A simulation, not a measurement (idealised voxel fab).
This is a process module. Its name is voxel transistor to metal.
Cross-section cut: width 275 nm, square cells of 5 nm.
We lay out every cross-section as a grid of square cells and spell it out in bands from the top down, where one band means one or more rows of cells.
What a band's entry tells you: where the top is and where the bottom is, as heights in nm, and after that what lies inside, material by material from left to right, each with its width in nm. Empty space is written as the word "empty", and a single material marked with the word "all across" occupies the band from edge to edge.
The level at which height equals 0 is the one under which the wafer, as it arrives, is entirely one material. No lower edge exists for the bottom band, which continues downward and is notated as in "z 0 and below".
Top row gets the first number, bottom row gets the second, and each row in between changes by the same step: that is how a band width like "30 to 40" works.
It should be understood that the words "no alteration", when stated for a given step, signify that the cross-section underwent no change in any of its cells during that step.
Any empty space of 8 cells or more lacking an open way to the top shows up in "Sealed void list" as width x height at distance, distance from the left edge, in nm.
after a step's settings: what the simulator itself notes on the step
You can add "overlay nm" to a step's line. For a step with a mask, it describes how far the mask lay to the right of its planned position, and a negative number describes a lay to the left.

-- plan
1,RECEIVE [material Si]
2,CONFORMAL_DEP [material SiO2] [thk nm 5]
3,CONFORMAL_DEP [material SiN] [thk nm 10]
4,PATTERN [tone cover] [mask id ACTIVE] [material resist] [width nm 105] [pitch nm 125] [thk nm 20] [overlay nm 0]
5,DIRECTIONAL_ETCH [etch materials SiN] [depth nm 10]
6,DIRECTIONAL_ETCH [etch materials SiO2] [depth nm 5]
7,DIRECTIONAL_ETCH [etch materials Si] [depth nm 30]
8,STRIP [etch materials resist]
9,FILL_DEP [material SiO2] [thk nm 15]
10,CMP [height nm 15]
11,SELECTIVE_ETCH [etch materials SiO2] [depth nm 5]
12,STRIP [etch materials SiN]
13,SELECTIVE_ETCH [etch materials SiO2] [depth nm 5]
14,OXIDIZE [depth nm 5]
15,DIRECTIONAL_DEP [material polySi] [thk nm 20]
16,DIRECTIONAL_DEP [material SiCN] [thk nm 10]
17,PATTERN [tone cover] [mask id GATE] [material resist] [width nm 25] [pitch nm 125] [thk nm 20] [overlay nm 0]
18,DIRECTIONAL_ETCH [etch materials SiCN] [depth nm 20]
19,DIRECTIONAL_ETCH [etch materials polySi] [depth nm 30]
20,STRIP [etch materials resist]
21,CONFORMAL_DEP [material SiN] [thk nm 10]
22,DIRECTIONAL_ETCH [etch materials SiN] [depth nm 10]
23,DIRECTIONAL_ETCH [etch materials SiO2] [depth nm 5]
24,DIRECTIONAL_ETCH [etch materials Si] [depth nm 10]
25,EPI [material SiGe] [thk nm 15]
26,FILL_DEP [material SiO2] [thk nm 5]
27,CMP [height nm 30]
28,DIRECTIONAL_DEP [material SiO2] [thk nm 15]
29,DIRECTIONAL_DEP [material aC] [thk nm 10]
30,PATTERN [tone open] [mask id CONTACT] [material resist] [width nm 30] [thk nm 25] [overlay nm 0]
31,DIRECTIONAL_ETCH [etch materials aC] [depth nm 10]
32,STRIP [etch materials resist]
33,DIRECTIONAL_ETCH [etch materials SiO2] [depth nm 35]
34,STRIP [etch materials aC]
35,CONFORMAL_DEP [material TiN] [thk nm 5]
36,FILL_DEP [material W] [thk nm 5]
37,CMP [height nm 45]
38,CONFORMAL_DEP [material SiCN] [thk nm 5]
39,DIRECTIONAL_DEP [material lowk] [thk nm 15]
40,MASKED_ETCH [tone open] [mask id METAL_1] [width nm 20] [etch materials lowk] [depth nm 15] [overlay nm 0]
41,MASKED_ETCH [tone open] [mask id METAL_1] [width nm 20] [etch materials SiCN] [depth nm 5] [overlay nm 0]
42,CONFORMAL_DEP [material TiN] [thk nm 5]
43,FILL_DEP [material Ru] [thk nm 5]
44,CMP [height nm 65]
45,CONFORMAL_DEP [material SiN] [thk nm 5]

-- Wafer at receipt (post step 1), cross-section
> z 0 and below = Si all across
> Sealed void list: none

-- End-of-module cross-section. Starting structure and process plan as above; one mistake made in running it
> z 70 to 65 = SiN all across
> z 65 to 50 = lowk 25, TiN 5, Ru 10, TiN 5, lowk 55, TiN 5, Ru 10, TiN 5, lowk 30, TiN 5, Ru 10, TiN 5, lowk 55, TiN 5, Ru 10, TiN 5, lowk 30
> z 50 to 45 = SiCN 25, TiN 20, SiCN 55, TiN 20, SiCN 30, TiN 20, SiCN 55, TiN 20, SiCN 30
> z 45 to 35 = SiO2 25, TiN 5, W 20, TiN 5, SiO2 35, TiN 5, W 20, TiN 5, SiO2 30, TiN 5, W 20, TiN 5, SiO2 35, TiN 5, W 20, TiN 5, SiO2 30
> z 35 to 30 = SiO2 25, TiN 5, W 15, TiN 10, SiO2 35, TiN 10, W 15, TiN 5, SiO2 30, TiN 5, W 15, TiN 10, SiO2 35, TiN 10, W 15, TiN 5, SiO2 30
> z 30 to 20 = SiO2 25, TiN 5, W 15, TiN 5, SiN 10, SiCN 25, SiN 10, TiN 5, W 15, TiN 5, SiO2 30, TiN 5, W 15, TiN 5, SiN 10, SiCN 25, SiN 10, TiN 5, W 15, TiN 5, SiO2 30
> z 20 to 15 = SiO2 25, TiN 5, W 15, TiN 5, SiN 10, polySi 25, SiN 10, TiN 5, W 15, TiN 5, SiO2 30, TiN 5, W 15, TiN 5, SiN 10, polySi 25, SiN 10, TiN 5, W 15, TiN 5, SiO2 30
> z 15 to 10 = SiO2 25, TiN 25, SiN 10, polySi 25, SiN 10, TiN 25, SiO2 30, TiN 25, SiN 10, polySi 25, SiN 10, TiN 25, SiO2 30
> z 10 to 5 = SiO2 25, SiGe 25, SiN 10, polySi 25, SiN 10, SiGe 25, SiO2 30, SiGe 25, SiN 10, polySi 25, SiN 10, SiGe 25, SiO2 30
> z 5 to 0 = SiO2 20, SiN 10, SiGe 20, SiN 10, polySi 25, SiN 10, SiGe 20, SiN 10, SiO2 20, SiN 10, SiGe 20, SiN 10, polySi 25, SiN 10, SiGe 20, SiN 10, SiO2 25
> z 0 to -5 = SiO2 30, SiGe 20, SiO2 45, SiGe 20, SiO2 40, SiGe 20, SiO2 45, SiGe 20, SiO2 35
> z -5 to -15 = SiO2 25, Si 5, SiGe 20, Si 45, SiGe 20, Si 5, SiO2 30, Si 5, SiGe 20, Si 45, SiGe 20, Si 5, SiO2 30
> z -15 to -30 = SiO2 25, Si 95, SiO2 30, Si 95, SiO2 30
> z -30 and below = Si all across
> Sealed void list: none
Error vs. plan: step 4 did not use the planned setting and instead ran as PATTERN [tone cover] [mask id ACTIVE] [material resist] [width nm 95] [pitch nm 125] [thk nm 20] [overlay nm 0]
